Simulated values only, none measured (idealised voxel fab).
process module | voxel lift off
cross-section cut | 250 nm wide | cells 5 nm
A cross-section is a grid of square cells, given in bands from the top down. A band is one or more rows of cells.
Each band's line starts with the height of the band's top and of its bottom, in nm. Then come its materials from left to right, each with its width in nm. One material with "throughout" fills the band from edge to edge. "air" is empty space.
Height 0 is the level under which the wafer as received is all one material. The lowest band goes on downwards, as in "0 down".
A width such as "30 to 40" changes by the same amount from each row of cells to the next, from the band's top row to its bottom row.
"no change" after a step means that no cell of the cross-section changed.
closed voids: empty space of 8 cells or more with no open way to the top, each as width x height at its distance from the left edge, in nm
after a step's settings: what the simulator itself notes on the step
overlay nm, on a step with a mask: how far to the right of its planned place the mask lay; to the left if negative
plan
1 op RECEIVE | material Si
2 op CONFORMAL_DEP | material SiN | thk nm 5
3 op PATTERN | tone open | mask id LINES | material resist | width nm 30 | pitch nm 50 | thk nm 25 | overlay nm 0
4 op DIRECTIONAL_DEP | material Ru | thk nm 15
5 op STRIP | etch materials resist
6 op CONFORMAL_DEP | material SiCN | thk nm 10
varied across the wafers: thk nm of step 2. The plan shows the first wafer's value. All wafers start alike
first wafer as received, after step 1
  0 down: Si throughout
  closed voids: none
first wafer at the end, after step 6
  30 to 20: air 25 | SiCN 200 | air 25
  20 to 15: air 25 | SiCN 10 | Ru 30 | SiCN 20 | Ru 30 | SiCN 20 | Ru 30 | SiCN 20 | Ru 30 | SiCN 10 | air 25
  15 to 5: SiCN 35 | Ru 30 | SiCN 20 | Ru 30 | SiCN 20 | Ru 30 | SiCN 20 | Ru 30 | SiCN 35
  5 to 0: SiN throughout
  0 down: Si throughout
  closed voids: none
last wafer at the end
  55 to 45: air 25 | SiCN 200 | air 25
  45 to 40: air 25 | SiCN 10 | Ru 30 | SiCN 20 | Ru 30 | SiCN 20 | Ru 30 | SiCN 20 | Ru 30 | SiCN 10 | air 25
  40 to 30: SiCN 35 | Ru 30 | SiCN 20 | Ru 30 | SiCN 20 | Ru 30 | SiCN 20 | Ru 30 | SiCN 35
  30 to 0: SiN throughout
  0 down: Si throughout
  closed voids: none
each wafer at the end: cells of each material gained (+) or lost (-) since it was received, then its closed voids
thk nm 5 | +72 Ru | +148 SiCN | +50 SiN | closed voids: none
thk nm 10 | +72 Ru | +148 SiCN | +100 SiN | closed voids: none
thk nm 15 | +72 Ru | +148 SiCN | +150 SiN | closed voids: none
thk nm 20 | +72 Ru | +148 SiCN | +200 SiN | closed voids: none
thk nm 25 | +72 Ru | +148 SiCN | +250 SiN | closed voids: none
thk nm 30 | +72 Ru | +148 SiCN | +300 SiN | closed voids: none
